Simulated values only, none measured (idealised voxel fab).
process module | voxel gate over fins
cross-section cut | 195 nm wide | cells 5 nm
A cross-section is a grid of square cells, given in bands from the top down. A band is one or more rows of cells.
Each band's line starts with the height of the band's top and of its bottom, in nm. Then come its materials from left to right, each with its width in nm. One material with "throughout" fills the band from edge to edge. "air" is empty space.
Height 0 is the level under which the wafer as received is all one material. The lowest band goes on downwards, as in "0 down".
A width such as "30 to 40" changes by the same amount from each row of cells to the next, from the band's top row to its bottom row.
"no change" after a step means that no cell of the cross-section changed.
closed voids: empty space of 8 cells or more with no open way to the top, each as width x height at its distance from the left edge, in nm
after a step's settings: what the simulator itself notes on the step
overlay nm, on a step with a mask: how far to the right of its planned place the mask lay; to the left if negative
plan
1 op RECEIVE | material Si
2 op CONFORMAL_DEP | material SiN | thk nm 5
3 op DIRECTIONAL_DEP | material aC | thk nm 15
4 op PATTERN | tone cover | mask id FINS | material resist | width nm 15 | pitch nm 60 | thk nm 30 | overlay nm 0
5 op DIRECTIONAL_ETCH | etch materials aC | depth nm 15
6 op STRIP | etch materials resist
7 op DIRECTIONAL_ETCH | etch materials SiN | depth nm 5
8 op DIRECTIONAL_ETCH | etch materials Si | depth nm 30
9 op STRIP | etch materials aC
10 op FILL_DEP | material SiO2 | thk nm 10
11 op CMP | height nm 5
12 op MASKED_ETCH | tone open | mask id RAIL | width nm 15 | etch materials SiO2 | depth nm 30 | overlay nm 0
13 op CONFORMAL_DEP | material TiN | thk nm 5
14 op FILL_DEP | material W | thk nm 5
15 op CMP | height nm 5
16 op SELECTIVE_ETCH | etch materials W Ru TiN | depth nm 20
17 op FILL_DEP | material SiO2 | thk nm 5
18 op CMP | height nm 5
19 op SELECTIVE_ETCH | etch materials SiO2 | depth nm 15
20 op STRIP | etch materials SiN
21 op CONFORMAL_DEP | material HfO2 | thk nm 5
22 op CONFORMAL_DEP | material TiN | thk nm 5
23 op CONFORMAL_DEP | material TiAl | thk nm 5
24 op CONFORMAL_DEP | material TiN | thk nm 5
25 op FILL_DEP | material W | thk nm 15
26 op CMP | height nm 30
27 op CONFORMAL_DEP | material SiCN | thk nm 10
first wafer, as planned
as received, after step 1
  0 down: Si throughout
  closed voids: none
after step 2
  5 to 0: SiN throughout
  below 0: unchanged
after step 3
  20 to 5: aC throughout
  below 5: unchanged
after step 4
  50 to 20: air 30 | resist 15 | air 45 | resist 15 | air 45 | resist 15 | air 30
  below 20: unchanged
after step 5
  35 to 20: air 30 | resist 15 | air 45 | resist 15 | air 45 | resist 15 | air 30
  20 to 5: air 30 | aC 15 | air 45 | aC 15 | air 45 | aC 15 | air 30
  below 5: unchanged
after step 6
  20 to 5: air 30 | aC 15 | air 45 | aC 15 | air 45 | aC 15 | air 30
  below 5: unchanged
after step 7
  20 to 5: air 30 | aC 15 | air 45 | aC 15 | air 45 | aC 15 | air 30
  5 to 0: air 30 | SiN 15 | air 45 | SiN 15 | air 45 | SiN 15 | air 30
  below 0: unchanged
after step 8
  20 to 5: air 30 | aC 15 | air 45 | aC 15 | air 45 | aC 15 | air 30
  5 to 0: air 30 | SiN 15 | air 45 | SiN 15 | air 45 | SiN 15 | air 30
  0 to -30: air 30 | Si 15 | air 45 | Si 15 | air 45 | Si 15 | air 30
  below -30: unchanged
after step 9
  5 to 0: air 30 | SiN 15 | air 45 | SiN 15 | air 45 | SiN 15 | air 30
  below 0: unchanged
after step 10
  15 to 5: SiO2 throughout
  5 to 0: SiO2 30 | SiN 15 | SiO2 45 | SiN 15 | SiO2 45 | SiN 15 | SiO2 30
  0 to -30: SiO2 30 | Si 15 | SiO2 45 | Si 15 | SiO2 45 | Si 15 | SiO2 30
  below -30: unchanged
after step 11
  5 to 0: SiO2 30 | SiN 15 | SiO2 45 | SiN 15 | SiO2 45 | SiN 15 | SiO2 30
  below 0: unchanged
after step 12
  5 to 0: SiO2 30 | SiN 15 | SiO2 15 | air 15 | SiO2 15 | SiN 15 | SiO2 45 | SiN 15 | SiO2 30
  0 to -25: SiO2 30 | Si 15 | SiO2 15 | air 15 | SiO2 15 | Si 15 | SiO2 45 | Si 15 | SiO2 30
  below -25: unchanged
after step 13
  10 to 5: TiN 65 | air 5 | TiN 125
  5 to 0: SiO2 30 | SiN 15 | SiO2 15 | TiN 5 | air 5 | TiN 5 | SiO2 15 | SiN 15 | SiO2 45 | SiN 15 | SiO2 30
  0 to -20: SiO2 30 | Si 15 | SiO2 15 | TiN 5 | air 5 | TiN 5 | SiO2 15 | Si 15 | SiO2 45 | Si 15 | SiO2 30
  -20 to -25: SiO2 30 | Si 15 | SiO2 15 | TiN 15 | SiO2 15 | Si 15 | SiO2 45 | Si 15 | SiO2 30
  below -25: unchanged
after step 14
  15 to 10: W throughout
  10 to 5: TiN 65 | W 5 | TiN 125
  5 to 0: SiO2 30 | SiN 15 | SiO2 15 | TiN 5 | W 5 | TiN 5 | SiO2 15 | SiN 15 | SiO2 45 | SiN 15 | SiO2 30
  0 to -20: SiO2 30 | Si 15 | SiO2 15 | TiN 5 | W 5 | TiN 5 | SiO2 15 | Si 15 | SiO2 45 | Si 15 | SiO2 30
  below -20: unchanged
after step 15
  5 to 0: SiO2 30 | SiN 15 | SiO2 15 | TiN 5 | W 5 | TiN 5 | SiO2 15 | SiN 15 | SiO2 45 | SiN 15 | SiO2 30
  below 0: unchanged
after step 16
  5 to 0: SiO2 30 | SiN 15 | SiO2 15 | air 15 | SiO2 15 | SiN 15 | SiO2 45 | SiN 15 | SiO2 30
  0 to -15: SiO2 30 | Si 15 | SiO2 15 | air 15 | SiO2 15 | Si 15 | SiO2 45 | Si 15 | SiO2 30
  below -15: unchanged
after step 17
  10 to 5: SiO2 throughout
  5 to 0: SiO2 30 | SiN 15 | SiO2 45 | SiN 15 | SiO2 45 | SiN 15 | SiO2 30
  0 to -15: SiO2 30 | Si 15 | SiO2 45 | Si 15 | SiO2 45 | Si 15 | SiO2 30
  below -15: unchanged
after step 18
  5 to 0: SiO2 30 | SiN 15 | SiO2 45 | SiN 15 | SiO2 45 | SiN 15 | SiO2 30
  below 0: unchanged
after step 19
  5 to 0: air 30 | SiN 15 | air 45 | SiN 15 | air 45 | SiN 15 | air 30
  0 to -10: air 30 | Si 15 | air 45 | Si 15 | air 45 | Si 15 | air 30
  below -10: unchanged
after step 20
  0 to -10: air 30 | Si 15 | air 45 | Si 15 | air 45 | Si 15 | air 30
  below -10: unchanged
after step 21
  5 to 0: air 25 | HfO2 25 | air 35 | HfO2 25 | air 35 | HfO2 25 | air 25
  0 to -5: air 25 | HfO2 5 | Si 15 | HfO2 5 | air 35 | HfO2 5 | Si 15 | HfO2 5 | air 35 | HfO2 5 | Si 15 | HfO2 5 | air 25
  -5 to -10: HfO2 30 | Si 15 | HfO2 45 | Si 15 | HfO2 45 | Si 15 | HfO2 30
  below -10: unchanged
after step 22
  10 to 5: air 20 | TiN 35 | air 25 | TiN 35 | air 25 | TiN 35 | air 20
  5 to 0: air 20 | TiN 5 | HfO2 25 | TiN 5 | air 25 | TiN 5 | HfO2 25 | TiN 5 | air 25 | TiN 5 | HfO2 25 | TiN 5 | air 20
  0 to -5: TiN 25 | HfO2 5 | Si 15 | HfO2 5 | TiN 35 | HfO2 5 | Si 15 | HfO2 5 | TiN 35 | HfO2 5 | Si 15 | HfO2 5 | TiN 25
  below -5: unchanged
after step 23
  15 to 10: air 15 | TiAl 45 | air 15 | TiAl 45 | air 15 | TiAl 45 | air 15
  10 to 5: air 15 | TiAl 5 | TiN 35 | TiAl 5 | air 15 | TiAl 5 | TiN 35 | TiAl 5 | air 15 | TiAl 5 | TiN 35 | TiAl 5 | air 15
  5 to 0: TiAl 20 | TiN 5 | HfO2 25 | TiN 5 | TiAl 25 | TiN 5 | HfO2 25 | TiN 5 | TiAl 25 | TiN 5 | HfO2 25 | TiN 5 | TiAl 20
  below 0: unchanged
after step 24
  20 to 15: air 10 | TiN 55 | air 5 | TiN 55 | air 5 | TiN 55 | air 10
  15 to 10: air 10 | TiN 5 | TiAl 45 | TiN 5 | air 5 | TiN 5 | TiAl 45 | TiN 5 | air 5 | TiN 5 | TiAl 45 | TiN 5 | air 10
  10 to 5: TiN 15 | TiAl 5 | TiN 35 | TiAl 5 | TiN 15 | TiAl 5 | TiN 35 | TiAl 5 | TiN 15 | TiAl 5 | TiN 35 | TiAl 5 | TiN 15
  below 5: unchanged
after step 25
  35 to 20: W throughout
  20 to 15: W 10 | TiN 55 | W 5 | TiN 55 | W 5 | TiN 55 | W 10
  15 to 10: W 10 | TiN 5 | TiAl 45 | TiN 5 | W 5 | TiN 5 | TiAl 45 | TiN 5 | W 5 | TiN 5 | TiAl 45 | TiN 5 | W 10
  below 10: unchanged
after step 26
  30 to 20: W throughout
  below 20: unchanged
after step 27
  40 to 30: SiCN throughout
  below 30: unchanged
second wafer: like start, like plan, one mistake. Through step 7 it matches the first wafer
when step 8 should have ended
  20 to 5: air 30 | aC 15 | air 45 | aC 15 | air 45 | aC 15 | air 30
  5 to 0: air 30 | SiN 15 | air 45 | SiN 15 | air 45 | SiN 15 | air 30
  0 to -60: air 30 | Si 15 | air 45 | Si 15 | air 45 | Si 15 | air 30
  below -60: unchanged
when step 9 should have ended
  5 to 0: air 30 | SiN 15 | air 45 | SiN 15 | air 45 | SiN 15 | air 30
  below 0: unchanged
when step 10 should have ended
  15 to 5: SiO2 throughout
  5 to 0: SiO2 30 | SiN 15 | SiO2 45 | SiN 15 | SiO2 45 | SiN 15 | SiO2 30
  0 to -60: SiO2 30 | Si 15 | SiO2 45 | Si 15 | SiO2 45 | Si 15 | SiO2 30
  below -60: unchanged
when step 11 should have ended
  5 to 0: SiO2 30 | SiN 15 | SiO2 45 | SiN 15 | SiO2 45 | SiN 15 | SiO2 30
  below 0: unchanged
when step 12 should have ended
  5 to 0: SiO2 30 | SiN 15 | SiO2 15 | air 15 | SiO2 15 | SiN 15 | SiO2 45 | SiN 15 | SiO2 30
  0 to -25: SiO2 30 | Si 15 | SiO2 15 | air 15 | SiO2 15 | Si 15 | SiO2 45 | Si 15 | SiO2 30
  below -25: unchanged
when step 13 should have ended
  10 to 5: TiN 65 | air 5 | TiN 125
  5 to 0: SiO2 30 | SiN 15 | SiO2 15 | TiN 5 | air 5 | TiN 5 | SiO2 15 | SiN 15 | SiO2 45 | SiN 15 | SiO2 30
  0 to -20: SiO2 30 | Si 15 | SiO2 15 | TiN 5 | air 5 | TiN 5 | SiO2 15 | Si 15 | SiO2 45 | Si 15 | SiO2 30
  -20 to -25: SiO2 30 | Si 15 | SiO2 15 | TiN 15 | SiO2 15 | Si 15 | SiO2 45 | Si 15 | SiO2 30
  below -25: unchanged
when step 14 should have ended
  15 to 10: W throughout
  10 to 5: TiN 65 | W 5 | TiN 125
  5 to 0: SiO2 30 | SiN 15 | SiO2 15 | TiN 5 | W 5 | TiN 5 | SiO2 15 | SiN 15 | SiO2 45 | SiN 15 | SiO2 30
  0 to -20: SiO2 30 | Si 15 | SiO2 15 | TiN 5 | W 5 | TiN 5 | SiO2 15 | Si 15 | SiO2 45 | Si 15 | SiO2 30
  below -20: unchanged
when step 15 should have ended
  5 to 0: SiO2 30 | SiN 15 | SiO2 15 | TiN 5 | W 5 | TiN 5 | SiO2 15 | SiN 15 | SiO2 45 | SiN 15 | SiO2 30
  below 0: unchanged
when step 16 should have ended
  5 to 0: SiO2 30 | SiN 15 | SiO2 15 | air 15 | SiO2 15 | SiN 15 | SiO2 45 | SiN 15 | SiO2 30
  0 to -15: SiO2 30 | Si 15 | SiO2 15 | air 15 | SiO2 15 | Si 15 | SiO2 45 | Si 15 | SiO2 30
  below -15: unchanged
when step 17 should have ended
  10 to 5: SiO2 throughout
  5 to 0: SiO2 30 | SiN 15 | SiO2 45 | SiN 15 | SiO2 45 | SiN 15 | SiO2 30
  0 to -15: SiO2 30 | Si 15 | SiO2 45 | Si 15 | SiO2 45 | Si 15 | SiO2 30
  below -15: unchanged
when step 18 should have ended
  5 to 0: SiO2 30 | SiN 15 | SiO2 45 | SiN 15 | SiO2 45 | SiN 15 | SiO2 30
  below 0: unchanged
when step 19 should have ended
  5 to 0: air 30 | SiN 15 | air 45 | SiN 15 | air 45 | SiN 15 | air 30
  0 to -10: air 30 | Si 15 | air 45 | Si 15 | air 45 | Si 15 | air 30
  below -10: unchanged
when step 20 should have ended
  0 to -10: air 30 | Si 15 | air 45 | Si 15 | air 45 | Si 15 | air 30
  below -10: unchanged
when step 21 should have ended
  5 to 0: air 25 | HfO2 25 | air 35 | HfO2 25 | air 35 | HfO2 25 | air 25
  0 to -5: air 25 | HfO2 5 | Si 15 | HfO2 5 | air 35 | HfO2 5 | Si 15 | HfO2 5 | air 35 | HfO2 5 | Si 15 | HfO2 5 | air 25
  -5 to -10: HfO2 30 | Si 15 | HfO2 45 | Si 15 | HfO2 45 | Si 15 | HfO2 30
  below -10: unchanged
when step 22 should have ended
  10 to 5: air 20 | TiN 35 | air 25 | TiN 35 | air 25 | TiN 35 | air 20
  5 to 0: air 20 | TiN 5 | HfO2 25 | TiN 5 | air 25 | TiN 5 | HfO2 25 | TiN 5 | air 25 | TiN 5 | HfO2 25 | TiN 5 | air 20
  0 to -5: TiN 25 | HfO2 5 | Si 15 | HfO2 5 | TiN 35 | HfO2 5 | Si 15 | HfO2 5 | TiN 35 | HfO2 5 | Si 15 | HfO2 5 | TiN 25
  below -5: unchanged
when step 23 should have ended
  15 to 10: air 15 | TiAl 45 | air 15 | TiAl 45 | air 15 | TiAl 45 | air 15
  10 to 5: air 15 | TiAl 5 | TiN 35 | TiAl 5 | air 15 | TiAl 5 | TiN 35 | TiAl 5 | air 15 | TiAl 5 | TiN 35 | TiAl 5 | air 15
  5 to 0: TiAl 20 | TiN 5 | HfO2 25 | TiN 5 | TiAl 25 | TiN 5 | HfO2 25 | TiN 5 | TiAl 25 | TiN 5 | HfO2 25 | TiN 5 | TiAl 20
  below 0: unchanged
when step 24 should have ended
  20 to 15: air 10 | TiN 55 | air 5 | TiN 55 | air 5 | TiN 55 | air 10
  15 to 10: air 10 | TiN 5 | TiAl 45 | TiN 5 | air 5 | TiN 5 | TiAl 45 | TiN 5 | air 5 | TiN 5 | TiAl 45 | TiN 5 | air 10
  10 to 5: TiN 15 | TiAl 5 | TiN 35 | TiAl 5 | TiN 15 | TiAl 5 | TiN 35 | TiAl 5 | TiN 15 | TiAl 5 | TiN 35 | TiAl 5 | TiN 15
  below 5: unchanged
when step 25 should have ended
  35 to 20: W throughout
  20 to 15: W 10 | TiN 55 | W 5 | TiN 55 | W 5 | TiN 55 | W 10
  15 to 10: W 10 | TiN 5 | TiAl 45 | TiN 5 | W 5 | TiN 5 | TiAl 45 | TiN 5 | W 5 | TiN 5 | TiAl 45 | TiN 5 | W 10
  below 10: unchanged
when step 26 should have ended
  30 to 20: W throughout
  below 20: unchanged
when step 27 should have ended
  40 to 30: SiCN throughout
  below 30: unchanged
what went wrong: step 8 was run twice
at the end the second wafer has, in cells: 180 fewer of Si | 180 more of SiO2
